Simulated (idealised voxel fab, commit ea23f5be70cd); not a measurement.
A process module follows: voxel spacer lines.
cross-section cut | 240 nm wide | cells 5 nm
If you're reading a cross-section in this doc, picture square cells in a grid; it comes to you as bands, top ones listed first down to the bottom, and a band can be one or more rows of cells. In this notation a band is specified by the heights of its top and bottom, in that order and in nm, after which its materials appear from left to right, each paired with its width in nm. The word "throughout" attached to a single material means that material fills the band from edge to edge; the word "empty" stands for empty space. Convention: height 0 is the level below which the wafer, as received, is all one material. The lowest band does not terminate at the bottom but continues downward, represented as "0 nm and below". Note: "30 to 40" means the width goes from the first number (top row of the band) to the second number (bottom row) in equal steps per row of cells. Where the words "no modifications" appear for a step, the cross-section shows no cell changed by that step; every cell remained as before. "Fully sealed voids" contains a list of empty spaces, each no smaller than 8 cells and without an open way to the top, written in the form width x height at distance with the distance from the left edge and all three in nm. Whatever follows a step's settings on its line is a remark the simulator itself makes about that step. overlay nm: how far to the right of its planned place the mask lay on this masked step (negative: to the left).

# These are the steps we planned for the process
1: RECEIVE,material Si
2: CONFORMAL_DEP,material Al2O3,thk nm 10
3: DIRECTIONAL_DEP,material polySi,thk nm 20
4: DIRECTIONAL_DEP,material aC,thk nm 30
5: PATTERN,tone cover,mask id MANDREL,material resist,width nm 20,pitch nm 60,thk nm 40,overlay nm 0
6: DIRECTIONAL_ETCH,etch materials aC,depth nm 30
7: STRIP,etch materials resist
8: CONFORMAL_DEP,material SiO2,thk nm 10
9: DIRECTIONAL_ETCH,etch materials SiO2,depth nm 10
10: STRIP,etch materials aC
11: DIRECTIONAL_ETCH,etch materials polySi,depth nm 20
12: STRIP,etch materials SiO2

# Cross-section: wafer on arrival = after step 1
- 0 nm and below: Si throughout
- Fully sealed voids: none

# The following cross-section depicts the wafer upon conclusion of the module. Processing commenced from the starting condition illustrated above and adhered to the plan illustrated above, save for one mistake in execution
- 30 nm to 10 nm: 50 of empty | 20 of polySi | 40 of empty | 20 of polySi | 40 of empty | 20 of polySi | 50 of empty
- 10 nm to 0 nm: Al2O3 throughout
- 0 nm and below: Si throughout
- Fully sealed voids: none
Plan not followed: in deviation from the planned setting, step 5 was conducted as PATTERN,tone open,mask id MANDREL,material resist,width nm 20,pitch nm 60,thk nm 40,overlay nm 0
